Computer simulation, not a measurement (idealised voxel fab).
process module | voxel spacer lines
cross-section cut | 225 nm wide | cells 5 nm
A cross-section is a grid of square cells, given in bands from the top down. A band is one or more rows of cells.
Each band's line starts with the height of the band's top and of its bottom, in nm. Then come its materials from left to right, each with its width in nm. One material with "throughout" fills the band from edge to edge. "air" is empty space.
Height 0 is the level under which the wafer as received is all one material. The lowest band goes on downwards, as in "0 down".
A width such as "30 to 40" changes by the same amount from each row of cells to the next, from the band's top row to its bottom row.
"no change" after a step means that no cell of the cross-section changed.
closed voids: empty space of 8 cells or more with no open way to the top, each as width x height at its distance from the left edge, in nm
after a step's settings: what the simulator itself notes on the step
overlay nm, on a step with a mask: how far to the right of its planned place the mask lay; to the left if negative
plan
1 op RECEIVE | material Si
2 op CONFORMAL_DEP | material Al2O3 | thk nm 10
3 op DIRECTIONAL_DEP | material TiN | thk nm 15
4 op DIRECTIONAL_DEP | material polySi | thk nm 20
5 op PATTERN | tone cover | mask id MANDREL | material resist | width nm 25 | pitch nm 80 | thk nm 30 | overlay nm -15
6 op DIRECTIONAL_ETCH | etch materials polySi | depth nm 20
7 op STRIP | etch materials resist
8 op CONFORMAL_DEP | material SiO2 | thk nm 15
9 op DIRECTIONAL_ETCH | etch materials SiO2 | depth nm 15
10 op STRIP | etch materials polySi
11 op DIRECTIONAL_ETCH | etch materials TiN | depth nm 15
12 op STRIP | etch materials SiO2
13 op FILL_DEP | material lowk | thk nm 10
14 op CMP | height nm 25
varied across the wafers: overlay nm of step 5. The plan shows the first wafer's value. All wafers start alike
first wafer as received, after step 1
  0 down: Si throughout
  closed voids: none
first wafer at the end, after step 14
  25 to 10: lowk 30 | TiN 15 | lowk 25 | TiN 15 | lowk 25 | TiN 15 | lowk 25 | TiN 15 | lowk 60
  10 to 0: Al2O3 throughout
  0 down: Si throughout
  closed voids: none
last wafer at the end
  25 to 10: lowk 60 | TiN 15 | lowk 25 | TiN 15 | lowk 25 | TiN 15 | lowk 25 | TiN 15 | lowk 30
  10 to 0: Al2O3 throughout
  0 down: Si throughout
  closed voids: none
each wafer at the end: cells of each material gained (+) or lost (-) since it was received, then its closed voids
overlay nm -15 | +90 Al2O3 | +36 TiN | +99 lowk | closed voids: none
overlay nm -10 | +90 Al2O3 | +36 TiN | +99 lowk | closed voids: none
overlay nm -5 | +90 Al2O3 | +36 TiN | +99 lowk | closed voids: none
overlay nm 0 | +90 Al2O3 | +36 TiN | +99 lowk | closed voids: none
overlay nm 5 | +90 Al2O3 | +36 TiN | +99 lowk | closed voids: none
overlay nm 10 | +90 Al2O3 | +36 TiN | +99 lowk | closed voids: none
overlay nm 15 | +90 Al2O3 | +36 TiN | +99 lowk | closed voids: none
